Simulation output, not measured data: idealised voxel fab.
Title: Process Module voxel ribs on slabs
FYI the section here is cut, 145 nm wide, cells are 5 nm squares.
Think of the cross-section as a grid of square cells. We describe it in bands, top to bottom, and each band covers one or more rows of those cells. First you get the band's top height and its bottom height, in nm, and then the materials it's made of, left to right, with each width in nm. If you see a single material with "all across", that one covers the band edge to edge. "air" is empty space. Height is counted from the level 0, under which the received wafer is composed throughout of one material. The lowest of the bands is not closed at the bottom but continues downward, in the notation "z 0 and below". The width entry "30..40" should be interpreted row by row: the top row of cells in the band takes the first number, the bottom row takes the second number, and the change between adjacent rows is uniform throughout. The cross-section has no changed cell in any step marked "left unchanged". In "Closed void listing" the enclosed voids are listed, meaning empty spaces of 8 cells or larger without any opening to the top. The form is width x height at distance, distance from the left edge, units nm. Post-settings text on a step line: simulator's own remark regarding the step. The line of a step may include "overlay nm". On a step with a mask, this value is how far to the right of its planned place the mask lay. A negative value means the mask lay to the left.

-- Listed below are the process steps as planned
1) RECEIVE with material Si
2) DIRECTIONAL_DEP with material SiO2, thk nm 30
3) DIRECTIONAL_DEP with material polySi, thk nm 15
4) MASKED_ETCH with tone cover, mask id RIB, width nm 25, etch materials polySi, depth nm 5, overlay nm 0
5) PATTERN with tone cover, mask id SLAB, material resist, width nm 65, thk nm 20, overlay nm 0
6) DIRECTIONAL_ETCH with etch materials polySi, depth nm 10
7) STRIP with etch materials resist
8) FILL_DEP with material SiO2, thk nm 30
9) CMP with height nm 65
10) DIRECTIONAL_DEP with material TiN, thk nm 10
11) PATTERN with tone cover, mask id HEATER, material resist, width nm 35, thk nm 15, overlay nm 0
12) DIRECTIONAL_ETCH with etch materials TiN, depth nm 10
13) STRIP with etch materials resist
14) CONFORMAL_DEP with material SiO2, thk nm 5

-- Delivered wafer in cross-section: state after step 1
- z 0 and below = Si all across
- Closed void listing: none

-- End-of-module cross-section. Starting structure and process plan as above; one mistake made in running it
- z 80 to 75 = air (50), then SiO2 (45), then air (50)
- z 75 to 70 = air (50), then SiO2 (5), then TiN (35), then SiO2 (5), then air (50)
- z 70 to 65 = SiO2 (55), then TiN (35), then SiO2 (55)
- z 65 to 45 = SiO2 all across
- z 45 to 40 = SiO2 (65), then polySi (25), then SiO2 (55)
- z 40 to 30 = SiO2 (40), then polySi (65), then SiO2 (40)
- z 30 to 0 = SiO2 all across
- z 0 and below = Si all across
- Closed void listing: none
Heads up, the wafer didn't run the way we planned it: the process deviated at step 4: the operation and settings actually run there were MASKED_ETCH with tone cover, mask id RIB, width nm 25, etch materials polySi, depth nm 5, overlay nm 5
